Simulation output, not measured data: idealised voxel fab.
voxel wiring stack: a process module
Each square cell in cross-section cut measures 5 nm, and the section as a whole is 190 nm wide.
A cross-section in this document is a grid of square cells, and it is written down as bands, the top band listed before the ones below it; a band is made up of one or more rows of cells. A band entry consists of two parts. The first gives the height of the band's top and the height of its bottom, in nm. The rest lists the band's materials from left to right, each with its width in nm. A single material labelled with the word "all across" fills the band from edge to edge, and the word "empty" marks empty space. Basically, 0 is our baseline, since under it the wafer straight out of the box is all one material. The bottom band has no lower end and keeps on going down, so it looks like "top 0, no bottom". Note: "30..40" means the width goes from the first number (top row of the band) to the second number (bottom row) in equal steps per row of cells. No cell of the cross-section changed in a step that is given as "nothing was modified". Reported under the label "Listed closed voids" are the empty spaces having no open way to the top and comprising 8 cells or more; the notation for each is width x height at distance, in which the distance is measured from the left edge and all three values are in nm. Step line, after settings: the simulator's comment on this step. "overlay nm" answers the question of how far to the right of plan the mask lay on a step that has a mask, and when it is negative the answer is to the left.

**List of planned process steps**
1) RECEIVE,material Si
2) CONFORMAL_DEP,material SiO2,thk nm 15
3) CONFORMAL_DEP,material SiN,thk nm 5
4) DIRECTIONAL_DEP,material lowk,thk nm 25
5) PATTERN,tone open,mask id METAL_1,material resist,width nm 20,pitch nm 40,thk nm 15,overlay nm 0
6) DIRECTIONAL_ETCH,etch materials lowk,depth nm 25
7) DIRECTIONAL_ETCH,etch materials SiN,depth nm 5
8) STRIP,etch materials resist
9) CONFORMAL_DEP,material TiN,thk nm 5
10) FILL_DEP,material W,thk nm 10
11) CMP,height nm 45
12) EPI,material Ru,thk nm 5
13) FILL_DEP,material SiCN,thk nm 5
14) DIRECTIONAL_DEP,material lowk,thk nm 30
15) DIRECTIONAL_DEP,material aC,thk nm 10
16) PATTERN,tone open,mask id METAL_2,material resist,width nm 20,pitch nm 40,thk nm 25,overlay nm 0
17) DIRECTIONAL_ETCH,etch materials aC,depth nm 10
18) STRIP,etch materials resist
19) DIRECTIONAL_ETCH,etch materials lowk,depth nm 20
20) STRIP,etch materials aC
21) PATTERN,tone open,mask id METAL_2_HOLES,material resist,width nm 15,pitch nm 40,thk nm 20,overlay nm 0
22) DIRECTIONAL_ETCH,etch materials lowk,depth nm 10
23) DIRECTIONAL_ETCH,etch materials SiCN,depth nm 5
24) STRIP,etch materials resist
25) CONFORMAL_DEP,material TiN,thk nm 5
26) FILL_DEP,material Ru,thk nm 5
27) CMP,height nm 85
28) CONFORMAL_DEP,material SiCN,thk nm 5
29) DIRECTIONAL_DEP,material lowk,thk nm 15
30) DIRECTIONAL_DEP,material aC,thk nm 15
31) PATTERN,tone open,mask id PLUG_2,material resist,width nm 15,thk nm 30,overlay nm 0
32) DIRECTIONAL_ETCH,etch materials aC,depth nm 15
33) STRIP,etch materials resist
34) DIRECTIONAL_ETCH,etch materials lowk,depth nm 15
35) DIRECTIONAL_ETCH,etch materials SiCN,depth nm 5
36) STRIP,etch materials aC
37) CONFORMAL_DEP,material TiN,thk nm 5
38) FILL_DEP,material Cu,thk nm 5
39) CMP,height nm 105
40) CONFORMAL_DEP,material SiCN,thk nm 5
41) DIRECTIONAL_DEP,material SiO2,thk nm 15
42) PATTERN,tone open,mask id METAL_3,material resist,width nm 20,pitch nm 40,thk nm 20,overlay nm 0
43) DIRECTIONAL_ETCH,etch materials SiO2,depth nm 15
44) DIRECTIONAL_ETCH,etch materials SiCN,depth nm 5
45) STRIP,etch materials resist
46) CONFORMAL_DEP,material TiN,thk nm 5
47) FILL_DEP,material Cu,thk nm 10
48) CMP,height nm 125
49) CONFORMAL_DEP,material SiN,thk nm 5

**First of two wafers - as planned**

**Cross-section, incoming material, after step 1**
  top 0, no bottom = Si all across
  Listed closed voids: none

**So this is the wafer cross-section right after step 2**
  top 15, bottom 0 = SiO2 all across
  Unchanged below 0.

**So this is the wafer cross-section right after step 3**
  top 20, bottom 15 = SiN all across
  Unchanged below 15.

**So this is the wafer cross-section right after step 4**
  top 45, bottom 20 = lowk all across
  Unchanged below 20.

**So this is the wafer cross-section right after step 5**
  top 60, bottom 45 = resist (65)  empty (20)  resist (20)  empty (20)  resist (65)
  Unchanged below 45.

**So this is the wafer cross-section right after step 6**
  top 60, bottom 45 = resist (65)  empty (20)  resist (20)  empty (20)  resist (65)
  top 45, bottom 20 = lowk (65)  empty (20)  lowk (20)  empty (20)  lowk (65)
  Unchanged below 20.

**So this is the wafer cross-section right after step 7**
  top 60, bottom 45 = resist (65)  empty (20)  resist (20)  empty (20)  resist (65)
  top 45, bottom 20 = lowk (65)  empty (20)  lowk (20)  empty (20)  lowk (65)
  top 20, bottom 15 = SiN (65)  empty (20)  SiN (20)  empty (20)  SiN (65)
  Unchanged below 15.

**So this is the wafer cross-section right after step 8**
  top 45, bottom 20 = lowk (65)  empty (20)  lowk (20)  empty (20)  lowk (65)
  Unchanged below 20.

**So this is the wafer cross-section right after step 9**
  top 50, bottom 45 = TiN (70)  empty (10)  TiN (30)  empty (10)  TiN (70)
  top 45, bottom 20 = lowk (65)  TiN (5)  empty (10)  TiN (5)  lowk (20)  TiN (5)  empty (10)  TiN (5)  lowk (65)
  top 20, bottom 15 = SiN (65)  TiN (20)  SiN (20)  TiN (20)  SiN (65)
  Unchanged below 15.

**So this is the wafer cross-section right after step 10**
  top 60, bottom 50 = W all across
  top 50, bottom 45 = TiN (70)  W (10)  TiN (30)  W (10)  TiN (70)
  top 45, bottom 20 = lowk (65)  TiN (5)  W (10)  TiN (5)  lowk (20)  TiN (5)  W (10)  TiN (5)  lowk (65)
  Unchanged below 20.

**So this is the wafer cross-section right after step 11**
  top 45, bottom 20 = lowk (65)  TiN (5)  W (10)  TiN (5)  lowk (20)  TiN (5)  W (10)  TiN (5)  lowk (65)
  Unchanged below 20.

**So this is the wafer cross-section right after step 12**
  top 50, bottom 45 = empty (60)  Ru (30)  empty (10)  Ru (30)  empty (60)
  Unchanged below 45.

**So this is the wafer cross-section right after step 13**
  top 55, bottom 50 = SiCN all across
  top 50, bottom 45 = SiCN (60)  Ru (30)  SiCN (10)  Ru (30)  SiCN (60)
  Unchanged below 45.

**So this is the wafer cross-section right after step 14**
  top 85, bottom 55 = lowk all across
  Unchanged below 55.

**So this is the wafer cross-section right after step 15**
  top 95, bottom 85 = aC all across
  Unchanged below 85.

**So this is the wafer cross-section right after step 16**
  top 120, bottom 95 = resist (65)  empty (20)  resist (20)  empty (20)  resist (65)
  Unchanged below 95.

**So this is the wafer cross-section right after step 17**
  top 110, bottom 95 = resist (65)  empty (20)  resist (20)  empty (20)  resist (65)
  top 95, bottom 85 = aC (65)  empty (20)  aC (20)  empty (20)  aC (65)
  Unchanged below 85.

**So this is the wafer cross-section right after step 18**
  top 95, bottom 85 = aC (65)  empty (20)  aC (20)  empty (20)  aC (65)
  Unchanged below 85.

**So this is the wafer cross-section right after step 19**
  top 95, bottom 85 = aC (65)  empty (20)  aC (20)  empty (20)  aC (65)
  top 85, bottom 65 = lowk (65)  empty (20)  lowk (20)  empty (20)  lowk (65)
  Unchanged below 65.

**So this is the wafer cross-section right after step 20**
  top 85, bottom 65 = lowk (65)  empty (20)  lowk (20)  empty (20)  lowk (65)
  Unchanged below 65.

**So this is the wafer cross-section right after step 21**
  top 105, bottom 85 = resist (65)  empty (15)  resist (25)  empty (15)  resist (70)
  top 85, bottom 65 = lowk (65)  empty (15)  resist (5)  lowk (20)  empty (15)  resist (5)  lowk (65)
  Unchanged below 65.

**So this is the wafer cross-section right after step 22**
  top 105, bottom 85 = resist (65)  empty (15)  resist (25)  empty (15)  resist (70)
  top 85, bottom 65 = lowk (65)  empty (15)  resist (5)  lowk (20)  empty (15)  resist (5)  lowk (65)
  top 65, bottom 55 = lowk (65)  empty (15)  lowk (25)  empty (15)  lowk (70)
  Unchanged below 55.

**So this is the wafer cross-section right after step 23**
  top 105, bottom 85 = resist (65)  empty (15)  resist (25)  empty (15)  resist (70)
  top 85, bottom 65 = lowk (65)  empty (15)  resist (5)  lowk (20)  empty (15)  resist (5)  lowk (65)
  top 65, bottom 55 = lowk (65)  empty (15)  lowk (25)  empty (15)  lowk (70)
  top 55, bottom 50 = SiCN (65)  empty (15)  SiCN (25)  empty (15)  SiCN (70)
  Unchanged below 50.

**So this is the wafer cross-section right after step 24**
  top 85, bottom 65 = lowk (65)  empty (20)  lowk (20)  empty (20)  lowk (65)
  Unchanged below 65.

**So this is the wafer cross-section right after step 25**
  top 90, bottom 85 = TiN (70)  empty (10)  TiN (30)  empty (10)  TiN (70)
  top 85, bottom 70 = lowk (65)  TiN (5)  empty (10)  TiN (5)  lowk (20)  TiN (5)  empty (10)  TiN (5)  lowk (65)
  top 70, bottom 65 = lowk (65)  TiN (5)  empty (5)  TiN (10)  lowk (20)  TiN (5)  empty (5)  TiN (10)  lowk (65)
  top 65, bottom 55 = lowk (65)  TiN (5)  empty (5)  TiN (5)  lowk (25)  TiN (5)  empty (5)  TiN (5)  lowk (70)
  top 55, bottom 50 = SiCN (65)  TiN (15)  SiCN (25)  TiN (15)  SiCN (70)
  Unchanged below 50.

**So this is the wafer cross-section right after step 26**
  top 95, bottom 90 = Ru all across
  top 90, bottom 85 = TiN (70)  Ru (10)  TiN (30)  Ru (10)  TiN (70)
  top 85, bottom 70 = lowk (65)  TiN (5)  Ru (10)  TiN (5)  lowk (20)  TiN (5)  Ru (10)  TiN (5)  lowk (65)
  top 70, bottom 65 = lowk (65)  TiN (5)  Ru (5)  TiN (10)  lowk (20)  TiN (5)  Ru (5)  TiN (10)  lowk (65)
  top 65, bottom 55 = lowk (65)  TiN (5)  Ru (5)  TiN (5)  lowk (25)  TiN (5)  Ru (5)  TiN (5)  lowk (70)
  Unchanged below 55.

**So this is the wafer cross-section right after step 27**
  top 85, bottom 70 = lowk (65)  TiN (5)  Ru (10)  TiN (5)  lowk (20)  TiN (5)  Ru (10)  TiN (5)  lowk (65)
  Unchanged below 70.

**So this is the wafer cross-section right after step 28**
  top 90, bottom 85 = SiCN all across
  Unchanged below 85.

**So this is the wafer cross-section right after step 29**
  top 105, bottom 90 = lowk all across
  Unchanged below 90.

**So this is the wafer cross-section right after step 30**
  top 120, bottom 105 = aC all across
  Unchanged below 105.

**So this is the wafer cross-section right after step 31**
  top 150, bottom 120 = resist (65)  empty (15)  resist (110)
  Unchanged below 120.

**So this is the wafer cross-section right after step 32**
  top 135, bottom 120 = resist (65)  empty (15)  resist (110)
  top 120, bottom 105 = aC (65)  empty (15)  aC (110)
  Unchanged below 105.

**So this is the wafer cross-section right after step 33**
  top 120, bottom 105 = aC (65)  empty (15)  aC (110)
  Unchanged below 105.

**So this is the wafer cross-section right after step 34**
  top 120, bottom 105 = aC (65)  empty (15)  aC (110)
  top 105, bottom 90 = lowk (65)  empty (15)  lowk (110)
  Unchanged below 90.

**So this is the wafer cross-section right after step 35**
  top 120, bottom 105 = aC (65)  empty (15)  aC (110)
  top 105, bottom 90 = lowk (65)  empty (15)  lowk (110)
  top 90, bottom 85 = SiCN (65)  empty (15)  SiCN (110)
  Unchanged below 85.

**So this is the wafer cross-section right after step 36**
  top 105, bottom 90 = lowk (65)  empty (15)  lowk (110)
  Unchanged below 90.

**So this is the wafer cross-section right after step 37**
  top 110, bottom 105 = TiN (70)  empty (5)  TiN (115)
  top 105, bottom 90 = lowk (65)  TiN (5)  empty (5)  TiN (5)  lowk (110)
  top 90, bottom 85 = SiCN (65)  TiN (15)  SiCN (110)
  Unchanged below 85.

**So this is the wafer cross-section right after step 38**
  top 115, bottom 110 = Cu all across
  top 110, bottom 105 = TiN (70)  Cu (5)  TiN (115)
  top 105, bottom 90 = lowk (65)  TiN (5)  Cu (5)  TiN (5)  lowk (110)
  Unchanged below 90.

**So this is the wafer cross-section right after step 39**
  top 105, bottom 90 = lowk (65)  TiN (5)  Cu (5)  TiN (5)  lowk (110)
  Unchanged below 90.

**So this is the wafer cross-section right after step 40**
  top 110, bottom 105 = SiCN all across
  Unchanged below 105.

**So this is the wafer cross-section right after step 41**
  top 125, bottom 110 = SiO2 all across
  Unchanged below 110.

**So this is the wafer cross-section right after step 42**
  top 145, bottom 125 = resist (65)  empty (20)  resist (20)  empty (20)  resist (65)
  Unchanged below 125.

**So this is the wafer cross-section right after step 43**
  top 145, bottom 125 = resist (65)  empty (20)  resist (20)  empty (20)  resist (65)
  top 125, bottom 110 = SiO2 (65)  empty (20)  SiO2 (20)  empty (20)  SiO2 (65)
  Unchanged below 110.

**So this is the wafer cross-section right after step 44**
  top 145, bottom 125 = resist (65)  empty (20)  resist (20)  empty (20)  resist (65)
  top 125, bottom 110 = SiO2 (65)  empty (20)  SiO2 (20)  empty (20)  SiO2 (65)
  top 110, bottom 105 = SiCN (65)  empty (20)  SiCN (20)  empty (20)  SiCN (65)
  Unchanged below 105.

**So this is the wafer cross-section right after step 45**
  top 125, bottom 110 = SiO2 (65)  empty (20)  SiO2 (20)  empty (20)  SiO2 (65)
  Unchanged below 110.

**So this is the wafer cross-section right after step 46**
  top 130, bottom 125 = TiN (70)  empty (10)  TiN (30)  empty (10)  TiN (70)
  top 125, bottom 110 = SiO2 (65)  TiN (5)  empty (10)  TiN (5)  SiO2 (20)  TiN (5)  empty (10)  TiN (5)  SiO2 (65)
  top 110, bottom 105 = SiCN (65)  TiN (20)  SiCN (20)  TiN (20)  SiCN (65)
  Unchanged below 105.

**So this is the wafer cross-section right after step 47**
  top 140, bottom 130 = Cu all across
  top 130, bottom 125 = TiN (70)  Cu (10)  TiN (30)  Cu (10)  TiN (70)
  top 125, bottom 110 = SiO2 (65)  TiN (5)  Cu (10)  TiN (5)  SiO2 (20)  TiN (5)  Cu (10)  TiN (5)  SiO2 (65)
  Unchanged below 110.

**So this is the wafer cross-section right after step 48**
  top 125, bottom 110 = SiO2 (65)  TiN (5)  Cu (10)  TiN (5)  SiO2 (20)  TiN (5)  Cu (10)  TiN (5)  SiO2 (65)
  Unchanged below 110.

**So this is the wafer cross-section right after step 49**
  top 130, bottom 125 = SiN all across
  Unchanged below 125.

**Regarding the second of the two wafers: it shared the first wafer's starting condition and process plan, yet one error occurred during its execution. Its history coincides with that of the first wafer up to and including step 13**

**when step 14 should have ended**
  top 85, bottom 55 = SiN all across
  Unchanged below 55.

**when step 15 should have ended**
  top 95, bottom 85 = aC all across
  Unchanged below 85.

**when step 16 should have ended**
  top 120, bottom 95 = resist (65)  empty (20)  resist (20)  empty (20)  resist (65)
  Unchanged below 95.

**when step 17 should have ended**
  top 110, bottom 95 = resist (65)  empty (20)  resist (20)  empty (20)  resist (65)
  top 95, bottom 85 = aC (65)  empty (20)  aC (20)  empty (20)  aC (65)
  Unchanged below 85.

**when step 18 should have ended**
  top 95, bottom 85 = aC (65)  empty (20)  aC (20)  empty (20)  aC (65)
  Unchanged below 85.

when step 19 should have ended: nothing was modified

**when step 20 should have ended**
  top 85, bottom 55 = SiN all across
  Unchanged below 55.

**when step 21 should have ended**
  top 105, bottom 85 = resist (65)  empty (15)  resist (25)  empty (15)  resist (70)
  Unchanged below 85.

when step 22 should have ended: nothing was modified

when step 23 should have ended: nothing was modified

**when step 24 should have ended**
  top 85, bottom 55 = SiN all across
  Unchanged below 55.

**when step 25 should have ended**
  top 90, bottom 85 = TiN all across
  Unchanged below 85.

**when step 26 should have ended**
  top 95, bottom 90 = Ru all across
  Unchanged below 90.

**when step 27 should have ended**
  top 85, bottom 55 = SiN all across
  Unchanged below 55.

**when step 28 should have ended**
  top 90, bottom 85 = SiCN all across
  Unchanged below 85.

**when step 29 should have ended**
  top 105, bottom 90 = lowk all across
  Unchanged below 90.

**when step 30 should have ended**
  top 120, bottom 105 = aC all across
  Unchanged below 105.

**when step 31 should have ended**
  top 150, bottom 120 = resist (65)  empty (15)  resist (110)
  Unchanged below 120.

**when step 32 should have ended**
  top 135, bottom 120 = resist (65)  empty (15)  resist (110)
  top 120, bottom 105 = aC (65)  empty (15)  aC (110)
  Unchanged below 105.

**when step 33 should have ended**
  top 120, bottom 105 = aC (65)  empty (15)  aC (110)
  Unchanged below 105.

**when step 34 should have ended**
  top 120, bottom 105 = aC (65)  empty (15)  aC (110)
  top 105, bottom 90 = lowk (65)  empty (15)  lowk (110)
  Unchanged below 90.

**when step 35 should have ended**
  top 120, bottom 105 = aC (65)  empty (15)  aC (110)
  top 105, bottom 90 = lowk (65)  empty (15)  lowk (110)
  top 90, bottom 85 = SiCN (65)  empty (15)  SiCN (110)
  Unchanged below 85.

**when step 36 should have ended**
  top 105, bottom 90 = lowk (65)  empty (15)  lowk (110)
  Unchanged below 90.

**when step 37 should have ended**
  top 110, bottom 105 = TiN (70)  empty (5)  TiN (115)
  top 105, bottom 90 = lowk (65)  TiN (5)  empty (5)  TiN (5)  lowk (110)
  top 90, bottom 85 = SiCN (65)  TiN (15)  SiCN (110)
  Unchanged below 85.

**when step 38 should have ended**
  top 115, bottom 110 = Cu all across
  top 110, bottom 105 = TiN (70)  Cu (5)  TiN (115)
  top 105, bottom 90 = lowk (65)  TiN (5)  Cu (5)  TiN (5)  lowk (110)
  Unchanged below 90.

**when step 39 should have ended**
  top 105, bottom 90 = lowk (65)  TiN (5)  Cu (5)  TiN (5)  lowk (110)
  Unchanged below 90.

**when step 40 should have ended**
  top 110, bottom 105 = SiCN all across
  Unchanged below 105.

**when step 41 should have ended**
  top 125, bottom 110 = SiO2 all across
  Unchanged below 110.

**when step 42 should have ended**
  top 145, bottom 125 = resist (65)  empty (20)  resist (20)  empty (20)  resist (65)
  Unchanged below 125.

**when step 43 should have ended**
  top 145, bottom 125 = resist (65)  empty (20)  resist (20)  empty (20)  resist (65)
  top 125, bottom 110 = SiO2 (65)  empty (20)  SiO2 (20)  empty (20)  SiO2 (65)
  Unchanged below 110.

**when step 44 should have ended**
  top 145, bottom 125 = resist (65)  empty (20)  resist (20)  empty (20)  resist (65)
  top 125, bottom 110 = SiO2 (65)  empty (20)  SiO2 (20)  empty (20)  SiO2 (65)
  top 110, bottom 105 = SiCN (65)  empty (20)  SiCN (20)  empty (20)  SiCN (65)
  Unchanged below 105.

**when step 45 should have ended**
  top 125, bottom 110 = SiO2 (65)  empty (20)  SiO2 (20)  empty (20)  SiO2 (65)
  Unchanged below 110.

**when step 46 should have ended**
  top 130, bottom 125 = TiN (70)  empty (10)  TiN (30)  empty (10)  TiN (70)
  top 125, bottom 110 = SiO2 (65)  TiN (5)  empty (10)  TiN (5)  SiO2 (20)  TiN (5)  empty (10)  TiN (5)  SiO2 (65)
  top 110, bottom 105 = SiCN (65)  TiN (20)  SiCN (20)  TiN (20)  SiCN (65)
  Unchanged below 105.

**when step 47 should have ended**
  top 140, bottom 130 = Cu all across
  top 130, bottom 125 = TiN (70)  Cu (10)  TiN (30)  Cu (10)  TiN (70)
  top 125, bottom 110 = SiO2 (65)  TiN (5)  Cu (10)  TiN (5)  SiO2 (20)  TiN (5)  Cu (10)  TiN (5)  SiO2 (65)
  Unchanged below 110.

**when step 48 should have ended**
  top 125, bottom 110 = SiO2 (65)  TiN (5)  Cu (10)  TiN (5)  SiO2 (20)  TiN (5)  Cu (10)  TiN (5)  SiO2 (65)
  Unchanged below 110.

**when step 49 should have ended**
  top 130, bottom 125 = SiN all across
  Unchanged below 125.
Against the plan, the run slipped here: in deviation from the planned setting, step 14 was conducted as DIRECTIONAL_DEP,material SiN,thk nm 30
End check, counted in cells, second wafer has more or fewer of these materials than the first: Ru -18; SiCN +6; SiN +228; TiN -32; lowk -184
